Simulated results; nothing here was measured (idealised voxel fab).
A process module follows: voxel self aligned vias.
cross-section cut | 210 nm wide | cells 5 nm
When this document writes out a cross-section, it uses a grid of square cells and lists it as bands, beginning at the top and moving down, with a band standing for one or more rows of cells.
The band entry comprises the height of the band's top followed by the height of its bottom, expressed in nm, and subsequently the band's materials from left to right, each stated together with its width in nm. Where a single material is marked with the word "full width", that material fills the band from edge to edge. The word "empty" represents empty space.
All heights in this document are referenced to 0, defined as the level beneath which the wafer, as received, consists entirely of one material. The lowest band is not bounded below; it extends indefinitely downward and is written in the form "from 0 down".
You'd read "30->40" like this: the band's top row of cells is as wide as the first number, its bottom row is as wide as the second, and going down, every row changes width by the same amount as the row before did.
No cell of the cross-section changed in a step that is given as "nothing altered".
"Sealed-off cavities" lists enclosed empty spaces (at least 8 cells, no open path upward to the top), each as width x height at distance from the left edge, in nm.
It should be noted that, on the line of a given step, the content following the step's settings is a remark produced by the simulator itself with respect to that step.
overlay nm: on a step with a mask, how far right of its planned place the mask lay; negative means left.

Process steps (planned):
1 RECEIVE (material Si)
2 CONFORMAL_DEP (material SiO2; thk nm 10)
3 CONFORMAL_DEP (material SiCN; thk nm 5)
4 DIRECTIONAL_DEP (material lowk; thk nm 25)
5 MASKED_ETCH (tone open; mask id LINES; width nm 20; pitch nm 60; etch materials lowk; depth nm 25; overlay nm 0)
6 CONFORMAL_DEP (material TiN; thk nm 5)
7 FILL_DEP (material W; thk nm 10)
8 CMP (height nm 40)
9 SELECTIVE_ETCH (etch materials W Ru TiN; depth nm 10)
10 FILL_DEP (material SiN; thk nm 10)
11 CMP (height nm 40)
12 DIRECTIONAL_DEP (material lowk; thk nm 20)
13 MASKED_ETCH (tone open; mask id VIAS; width nm 40; pitch nm 60; etch materials lowk; depth nm 20; overlay nm 0)
14 MASKED_ETCH (tone open; mask id VIAS; width nm 40; pitch nm 60; etch materials SiN; depth nm 10; overlay nm 0)
15 CONFORMAL_DEP (material TiN; thk nm 5)
16 FILL_DEP (material Ru; thk nm 5)
17 CMP (height nm 60)
18 CONFORMAL_DEP (material SiN; thk nm 5)
It is noted that the wafers described herein are identical at the outset and are distinguished by the width nm of step 5; the value stated in the plan corresponds to the first wafer.

Here's the first of the wafers in cross-section, just as we got it, i.e. after step 1:
from 0 down = Si full width
Sealed-off cavities: none

Cross-section after step 18, the final step of the module, for the first of several wafers:
from 65 to 60 = SiN full width
from 60 to 45 = lowk 25 nm | TiN 5 nm | Ru 30 nm | TiN 5 nm | lowk 20 nm | TiN 5 nm | Ru 30 nm | TiN 5 nm | lowk 20 nm | TiN 5 nm | Ru 30 nm | TiN 5 nm | lowk 25 nm
from 45 to 35 = lowk 25->35 nm | TiN 15->5 nm | Ru 10 nm | TiN 15->5 nm | lowk 20->40 nm | TiN 15->5 nm | Ru 10 nm | TiN 15->5 nm | lowk 20->40 nm | TiN 15->5 nm | Ru 10 nm | TiN 15->5 nm | lowk 25->35 nm
from 35 to 30 = lowk 35 nm | TiN 20 nm | lowk 40 nm | TiN 20 nm | lowk 40 nm | TiN 20 nm | lowk 35 nm
from 30 to 20 = lowk 35 nm | TiN 5 nm | W 10 nm | TiN 5 nm | lowk 40 nm | TiN 5 nm | W 10 nm | TiN 5 nm | lowk 40 nm | TiN 5 nm | W 10 nm | TiN 5 nm | lowk 35 nm
from 20 to 15 = lowk 35 nm | TiN 20 nm | lowk 40 nm | TiN 20 nm | lowk 40 nm | TiN 20 nm | lowk 35 nm
from 15 to 10 = SiCN full width
from 10 to 0 = SiO2 full width
from 0 down = Si full width
Sealed-off cavities: none

At the end of the module, the last of several wafers in cross-section:
from 65 to 60 = SiN full width
from 60 to 40 = lowk 25 nm | TiN 5 nm | Ru 30 nm | TiN 5 nm | lowk 20 nm | TiN 5 nm | Ru 30 nm | TiN 5 nm | lowk 20 nm | TiN 5 nm | Ru 30 nm | TiN 5 nm | lowk 25 nm
from 40 to 35 = lowk 25 nm | TiN 5 nm | Ru 30 nm | TiN 5 nm | SiN 5 nm | lowk 15 nm | TiN 5 nm | Ru 30 nm | TiN 5 nm | SiN 5 nm | lowk 15 nm | TiN 5 nm | Ru 30 nm | TiN 5 nm | SiN 5 nm | lowk 20 nm
from 35 to 30 = lowk 25 nm | TiN 40 nm | SiN 5 nm | lowk 15 nm | TiN 40 nm | SiN 5 nm | lowk 15 nm | TiN 40 nm | SiN 5 nm | lowk 20 nm
from 30 to 20 = lowk 25 nm | TiN 5 nm | W 35 nm | TiN 5 nm | lowk 15 nm | TiN 5 nm | W 35 nm | TiN 5 nm | lowk 15 nm | TiN 5 nm | W 35 nm | TiN 5 nm | lowk 20 nm
from 20 to 15 = lowk 25 nm | TiN 45 nm | lowk 15 nm | TiN 45 nm | lowk 15 nm | TiN 45 nm | lowk 20 nm
from 15 to 10 = SiCN full width
from 10 to 0 = SiO2 full width
from 0 down = Si full width
Sealed-off cavities: none

Rows = wafers. At module end, each row lists per material the cells gained (+) or lost (-) since the wafer was received, then the closed voids:
width nm 20 | +66 Ru | +42 SiCN | +42 SiN | +84 SiO2 | +78 TiN | +12 W | +222 lowk | Sealed-off cavities: none
width nm 25 | +72 Ru | +42 SiCN | +42 SiN | +84 SiO2 | +81 TiN | +18 W | +207 lowk | Sealed-off cavities: none
width nm 30 | +78 Ru | +42 SiCN | +42 SiN | +84 SiO2 | +84 TiN | +24 W | +192 lowk | Sealed-off cavities: none
width nm 35 | +84 Ru | +42 SiCN | +42 SiN | +84 SiO2 | +87 TiN | +30 W | +177 lowk | Sealed-off cavities: none
width nm 40 | +90 Ru | +42 SiCN | +42 SiN | +84 SiO2 | +90 TiN | +36 W | +162 lowk | Sealed-off cavities: none
width nm 45 | +90 Ru | +42 SiCN | +48 SiN | +84 SiO2 | +93 TiN | +42 W | +147 lowk | Sealed-off cavities: none
